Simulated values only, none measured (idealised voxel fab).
process module | voxel wiring stack
cross-section cut | 290 nm wide | cells 5 nm
A cross-section is a grid of square cells, given in bands from the top down. A band is one or more rows of cells.
Each band's line starts with the height of the band's top and of its bottom, in nm. Then come its materials from left to right, each with its width in nm. One material with "throughout" fills the band from edge to edge. "air" is empty space.
Height 0 is the level under which the wafer as received is all one material. The lowest band goes on downwards, as in "0 down".
A width such as "30 to 40" changes by the same amount from each row of cells to the next, from the band's top row to its bottom row.
"no change" after a step means that no cell of the cross-section changed.
closed voids: empty space of 8 cells or more with no open way to the top, each as width x height at its distance from the left edge, in nm
after a step's settings: what the simulator itself notes on the step
overlay nm, on a step with a mask: how far to the right of its planned place the mask lay; to the left if negative
plan
1 op RECEIVE | material Si
2 op CONFORMAL_DEP | material SiO2 | thk nm 15
3 op DIRECTIONAL_DEP | material TiN | thk nm 5
4 op DIRECTIONAL_DEP | material Ru | thk nm 25
5 op PATTERN | tone cover | mask id METAL_1 | material resist | width nm 30 | pitch nm 50 | thk nm 20 | overlay nm 0
6 op DIRECTIONAL_ETCH | etch materials Ru | depth nm 25
7 op DIRECTIONAL_ETCH | etch materials TiN | depth nm 5
8 op STRIP | etch materials resist
9 op FILL_DEP | material lowk | thk nm 10
10 op CMP | height nm 45
11 op CONFORMAL_DEP | material SiCN | thk nm 5
12 op DIRECTIONAL_DEP | material lowk | thk nm 20
13 op MASKED_ETCH | tone open | mask id PLUG_1 | width nm 15 | pitch nm 50 | etch materials lowk | depth nm 20 | overlay nm 0
14 op MASKED_ETCH | tone open | mask id PLUG_1 | width nm 15 | pitch nm 50 | etch materials SiCN | depth nm 5 | overlay nm 0
15 op CONFORMAL_DEP | material TiN | thk nm 5
16 op FILL_DEP | material Cu | thk nm 5
17 op CMP | height nm 70
18 op DIRECTIONAL_DEP | material TiN | thk nm 5
19 op DIRECTIONAL_DEP | material Ru | thk nm 15
20 op DIRECTIONAL_DEP | material aC | thk nm 15
21 op PATTERN | tone cover | mask id METAL_2 | material resist | width nm 30 | pitch nm 50 | thk nm 30 | overlay nm 0
22 op DIRECTIONAL_ETCH | etch materials aC | depth nm 15
23 op STRIP | etch materials resist
24 op DIRECTIONAL_ETCH | etch materials Ru | depth nm 15
25 op DIRECTIONAL_ETCH | etch materials TiN | depth nm 5
26 op STRIP | etch materials aC
27 op CONFORMAL_DEP | material SiCN | thk nm 5
28 op FILL_DEP | material lowk | thk nm 10
29 op CMP | height nm 90
30 op CONFORMAL_DEP | material SiN | thk nm 5
first wafer, as planned
as received, after step 1
  0 down: Si throughout
  closed voids: none
after step 2
  15 to 0: SiO2 throughout
  below 0: unchanged
after step 3
  20 to 15: TiN throughout
  below 15: unchanged
after step 4
  45 to 20: Ru throughout
  below 20: unchanged
after step 5
  65 to 45: air 105 | resist 30 | air 20 | resist 30 | air 105
  below 45: unchanged
after step 6
  65 to 45: air 105 | resist 30 | air 20 | resist 30 | air 105
  45 to 20: air 105 | Ru 30 | air 20 | Ru 30 | air 105
  below 20: unchanged
after step 7
  65 to 45: air 105 | resist 30 | air 20 | resist 30 | air 105
  45 to 20: air 105 | Ru 30 | air 20 | Ru 30 | air 105
  20 to 15: air 105 | TiN 30 | air 20 | TiN 30 | air 105
  below 15: unchanged
after step 8
  45 to 20: air 105 | Ru 30 | air 20 | Ru 30 | air 105
  below 20: unchanged
after step 9
  55 to 45: lowk throughout
  45 to 20: lowk 105 | Ru 30 | lowk 20 | Ru 30 | lowk 105
  20 to 15: lowk 105 | TiN 30 | lowk 20 | TiN 30 | lowk 105
  below 15: unchanged
after step 10
  45 to 20: lowk 105 | Ru 30 | lowk 20 | Ru 30 | lowk 105
  below 20: unchanged
after step 11
  50 to 45: SiCN throughout
  below 45: unchanged
after step 12
  70 to 50: lowk throughout
  below 50: unchanged
after step 13
  70 to 50: lowk 105 | air 15 | lowk 35 | air 15 | lowk 120
  below 50: unchanged
after step 14
  70 to 50: lowk 105 | air 15 | lowk 35 | air 15 | lowk 120
  50 to 45: SiCN 105 | air 15 | SiCN 35 | air 15 | SiCN 120
  below 45: unchanged
after step 15
  75 to 70: TiN 110 | air 5 | TiN 45 | air 5 | TiN 125
  70 to 50: lowk 105 | TiN 5 | air 5 | TiN 5 | lowk 35 | TiN 5 | air 5 | TiN 5 | lowk 120
  50 to 45: SiCN 105 | TiN 15 | SiCN 35 | TiN 15 | SiCN 120
  below 45: unchanged
after step 16
  80 to 75: Cu throughout
  75 to 70: TiN 110 | Cu 5 | TiN 45 | Cu 5 | TiN 125
  70 to 50: lowk 105 | TiN 5 | Cu 5 | TiN 5 | lowk 35 | TiN 5 | Cu 5 | TiN 5 | lowk 120
  below 50: unchanged
after step 17
  70 to 50: lowk 105 | TiN 5 | Cu 5 | TiN 5 | lowk 35 | TiN 5 | Cu 5 | TiN 5 | lowk 120
  below 50: unchanged
after step 18
  75 to 70: TiN throughout
  below 70: unchanged
after step 19
  90 to 75: Ru throughout
  below 75: unchanged
after step 20
  105 to 90: aC throughout
  below 90: unchanged
after step 21
  135 to 105: air 105 | resist 30 | air 20 | resist 30 | air 105
  below 105: unchanged
after step 22
  120 to 105: air 105 | resist 30 | air 20 | resist 30 | air 105
  105 to 90: air 105 | aC 30 | air 20 | aC 30 | air 105
  below 90: unchanged
after step 23
  105 to 90: air 105 | aC 30 | air 20 | aC 30 | air 105
  below 90: unchanged
after step 24
  105 to 90: air 105 | aC 30 | air 20 | aC 30 | air 105
  90 to 75: air 105 | Ru 30 | air 20 | Ru 30 | air 105
  below 75: unchanged
after step 25
  105 to 90: air 105 | aC 30 | air 20 | aC 30 | air 105
  90 to 75: air 105 | Ru 30 | air 20 | Ru 30 | air 105
  75 to 70: air 105 | TiN 30 | air 20 | TiN 30 | air 105
  below 70: unchanged
after step 26
  90 to 75: air 105 | Ru 30 | air 20 | Ru 30 | air 105
  below 75: unchanged
after step 27
  95 to 90: air 100 | SiCN 40 | air 10 | SiCN 40 | air 100
  90 to 75: air 100 | SiCN 5 | Ru 30 | SiCN 5 | air 10 | SiCN 5 | Ru 30 | SiCN 5 | air 100
  75 to 70: SiCN 105 | TiN 30 | SiCN 20 | TiN 30 | SiCN 105
  below 70: unchanged
after step 28
  105 to 95: lowk throughout
  95 to 90: lowk 100 | SiCN 40 | lowk 10 | SiCN 40 | lowk 100
  90 to 75: lowk 100 | SiCN 5 | Ru 30 | SiCN 5 | lowk 10 | SiCN 5 | Ru 30 | SiCN 5 | lowk 100
  below 75: unchanged
after step 29
  90 to 75: lowk 100 | SiCN 5 | Ru 30 | SiCN 5 | lowk 10 | SiCN 5 | Ru 30 | SiCN 5 | lowk 100
  below 75: unchanged
after step 30
  95 to 90: SiN throughout
  below 90: unchanged
second wafer: like start, like plan, one mistake. Through step 1 it matches the first wafer
when step 2 should have ended
  30 to 0: SiO2 throughout
  below 0: unchanged
when step 3 should have ended
  35 to 30: TiN throughout
  below 30: unchanged
when step 4 should have ended
  60 to 35: Ru throughout
  below 35: unchanged
when step 5 should have ended
  80 to 60: air 105 | resist 30 | air 20 | resist 30 | air 105
  below 60: unchanged
when step 6 should have ended
  80 to 60: air 105 | resist 30 | air 20 | resist 30 | air 105
  60 to 35: air 105 | Ru 30 | air 20 | Ru 30 | air 105
  below 35: unchanged
when step 7 should have ended
  80 to 60: air 105 | resist 30 | air 20 | resist 30 | air 105
  60 to 35: air 105 | Ru 30 | air 20 | Ru 30 | air 105
  35 to 30: air 105 | TiN 30 | air 20 | TiN 30 | air 105
  below 30: unchanged
when step 8 should have ended
  60 to 35: air 105 | Ru 30 | air 20 | Ru 30 | air 105
  below 35: unchanged
when step 9 should have ended
  70 to 60: lowk throughout
  60 to 35: lowk 105 | Ru 30 | lowk 20 | Ru 30 | lowk 105
  35 to 30: lowk 105 | TiN 30 | lowk 20 | TiN 30 | lowk 105
  below 30: unchanged
when step 10 should have ended
  45 to 35: lowk 105 | Ru 30 | lowk 20 | Ru 30 | lowk 105
  below 35: unchanged
when step 11 should have ended
  50 to 45: SiCN throughout
  below 45: unchanged
when step 12 should have ended
  70 to 50: lowk throughout
  below 50: unchanged
when step 13 should have ended
  70 to 50: lowk 105 | air 15 | lowk 35 | air 15 | lowk 120
  below 50: unchanged
when step 14 should have ended
  70 to 50: lowk 105 | air 15 | lowk 35 | air 15 | lowk 120
  50 to 45: SiCN 105 | air 15 | SiCN 35 | air 15 | SiCN 120
  below 45: unchanged
when step 15 should have ended
  75 to 70: TiN 110 | air 5 | TiN 45 | air 5 | TiN 125
  70 to 50: lowk 105 | TiN 5 | air 5 | TiN 5 | lowk 35 | TiN 5 | air 5 | TiN 5 | lowk 120
  50 to 45: SiCN 105 | TiN 15 | SiCN 35 | TiN 15 | SiCN 120
  below 45: unchanged
when step 16 should have ended
  80 to 75: Cu throughout
  75 to 70: TiN 110 | Cu 5 | TiN 45 | Cu 5 | TiN 125
  70 to 50: lowk 105 | TiN 5 | Cu 5 | TiN 5 | lowk 35 | TiN 5 | Cu 5 | TiN 5 | lowk 120
  below 50: unchanged
when step 17 should have ended
  70 to 50: lowk 105 | TiN 5 | Cu 5 | TiN 5 | lowk 35 | TiN 5 | Cu 5 | TiN 5 | lowk 120
  below 50: unchanged
when step 18 should have ended
  75 to 70: TiN throughout
  below 70: unchanged
when step 19 should have ended
  90 to 75: Ru throughout
  below 75: unchanged
when step 20 should have ended
  105 to 90: aC throughout
  below 90: unchanged
when step 21 should have ended
  135 to 105: air 105 | resist 30 | air 20 | resist 30 | air 105
  below 105: unchanged
when step 22 should have ended
  120 to 105: air 105 | resist 30 | air 20 | resist 30 | air 105
  105 to 90: air 105 | aC 30 | air 20 | aC 30 | air 105
  below 90: unchanged
when step 23 should have ended
  105 to 90: air 105 | aC 30 | air 20 | aC 30 | air 105
  below 90: unchanged
when step 24 should have ended
  105 to 90: air 105 | aC 30 | air 20 | aC 30 | air 105
  90 to 75: air 105 | Ru 30 | air 20 | Ru 30 | air 105
  below 75: unchanged
when step 25 should have ended
  105 to 90: air 105 | aC 30 | air 20 | aC 30 | air 105
  90 to 75: air 105 | Ru 30 | air 20 | Ru 30 | air 105
  75 to 70: air 105 | TiN 30 | air 20 | TiN 30 | air 105
  below 70: unchanged
when step 26 should have ended
  90 to 75: air 105 | Ru 30 | air 20 | Ru 30 | air 105
  below 75: unchanged
when step 27 should have ended
  95 to 90: air 100 | SiCN 40 | air 10 | SiCN 40 | air 100
  90 to 75: air 100 | SiCN 5 | Ru 30 | SiCN 5 | air 10 | SiCN 5 | Ru 30 | SiCN 5 | air 100
  75 to 70: SiCN 105 | TiN 30 | SiCN 20 | TiN 30 | SiCN 105
  below 70: unchanged
when step 28 should have ended
  105 to 95: lowk throughout
  95 to 90: lowk 100 | SiCN 40 | lowk 10 | SiCN 40 | lowk 100
  90 to 75: lowk 100 | SiCN 5 | Ru 30 | SiCN 5 | lowk 10 | SiCN 5 | Ru 30 | SiCN 5 | lowk 100
  below 75: unchanged
when step 29 should have ended
  90 to 75: lowk 100 | SiCN 5 | Ru 30 | SiCN 5 | lowk 10 | SiCN 5 | Ru 30 | SiCN 5 | lowk 100
  below 75: unchanged
when step 30 should have ended
  95 to 90: SiN throughout
  below 90: unchanged
what went wrong: step 2 was run twice
at the end the second wafer has, in cells: 36 fewer of Ru | 174 more of SiO2 | 138 fewer of lowk
